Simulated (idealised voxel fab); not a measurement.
The following process module bears the name voxel lift off.
This is section cut - it's 265 nm across, gridded in 5 nm square cells.
Cross-section = grid of square cells, listed top down in bands; band = one or more rows. Per band: top height and bottom height in nm, followed by the left-to-right materials and their widths in nm; "throughout" marks a single material spanning edge to edge, "air" marks empty space. Counting heights begins at 0, where everything beneath is, in the wafer as received, one material. The lowest band has no bottom; it goes on downwards, as "from 0 down" shows. A two-number width, for instance "30->40", indicates that the width is equal to the first number in the top row of the band and to the second number in the bottom row, and that it changes by a constant amount per row of cells. Basically "nothing got changed" means that step didn't change any cell in the cross-section. Heads up: "Closed void inventory" only lists the empty pockets with no open path to the top that are 8 cells or more, and it writes them as width x height at distance, distance from the left edge, in nm. On each step's line, the part that comes after the settings is the simulator's own comment on the step. overlay nm, on a step with a mask: how far to the right of its planned place the mask lay; to the left if negative.

**plan**
1) RECEIVE: material Si
2) CONFORMAL_DEP: material SiO2, thk nm 5
3) PATTERN: tone open, mask id LINES, material resist, width nm 30, pitch nm 50, thk nm 25, overlay nm 0
4) DIRECTIONAL_DEP: material Ru, thk nm 15
5) STRIP: etch materials resist
6) CONFORMAL_DEP: material SiN, thk nm 5

**The first of the two wafers, which ran as planned**

**Cross-section of the incoming wafer, state after step 1**
    from 0 down = Si throughout
    Closed void inventory: none

**Upon completion of step 2, the wafer appears in cross-section as shown**
    from 5 to 0 = SiO2 throughout
    At heights below 0, the structure remains unaltered.

**Upon completion of step 3, the wafer appears in cross-section as shown**
    from 30 to 5 = 65 of resist; 30 of air; 20 of resist; 30 of air; 20 of resist; 30 of air; 70 of resist
    At heights below 5, the structure remains unaltered.

**Upon completion of step 4, the wafer appears in cross-section as shown**
    from 45 to 30 = 65 of Ru; 30 of air; 20 of Ru; 30 of air; 20 of Ru; 30 of air; 70 of Ru
    from 30 to 20 = 65 of resist; 30 of air; 20 of resist; 30 of air; 20 of resist; 30 of air; 70 of resist
    from 20 to 5 = 65 of resist; 30 of Ru; 20 of resist; 30 of Ru; 20 of resist; 30 of Ru; 70 of resist
    At heights below 5, the structure remains unaltered.

**Upon completion of step 5, the wafer appears in cross-section as shown**
    from 20 to 5 = 65 of air; 30 of Ru; 20 of air; 30 of Ru; 20 of air; 30 of Ru; 70 of air
    At heights below 5, the structure remains unaltered.

**Upon completion of step 6, the wafer appears in cross-section as shown**
    from 25 to 20 = 60 of air; 40 of SiN; 10 of air; 40 of SiN; 10 of air; 40 of SiN; 65 of air
    from 20 to 10 = 60 of air; 5 of SiN; 30 of Ru; 5 of SiN; 10 of air; 5 of SiN; 30 of Ru; 5 of SiN; 10 of air; 5 of SiN; 30 of Ru; 5 of SiN; 65 of air
    from 10 to 5 = 65 of SiN; 30 of Ru; 20 of SiN; 30 of Ru; 20 of SiN; 30 of Ru; 70 of SiN
    At heights below 5, the structure remains unaltered.

**Now the other wafer: same start, same recipe, but we messed up one thing when running it. Up to and including step 4 it's the same as the first one**

**Cross-section of the second wafer corresponding to the planned conclusion of step 5**
    from 20 to 5 = 65 of air; 30 of Ru; 20 of air; 30 of Ru; 20 of air; 30 of Ru; 70 of air
    At heights below 5, the structure remains unaltered.

**Cross-section of the second wafer corresponding to the planned conclusion of step 6**
    from 25 to 20 = 60 of air; 40 of SiN; 10 of air; 40 of SiN; 10 of air; 40 of SiN; 65 of air
    from 20 to 10 = 60 of air; 5 of SiN; 30 of Ru; 5 of SiN; 10 of air; 5 of SiN; 30 of Ru; 5 of SiN; 10 of air; 5 of SiN; 30 of Ru; 5 of SiN; 65 of air
    from 10 to 5 = 65 of SiN; 30 of Ru; 20 of SiN; 30 of Ru; 20 of SiN; 30 of Ru; 70 of SiN
    At heights below 5, the structure remains unaltered.
Where did the run depart from the plan? plan step 5 was conducted twice
The two wafers wind up with the same cross-section at the end, so whatever this model computes is the same despite the mistake.
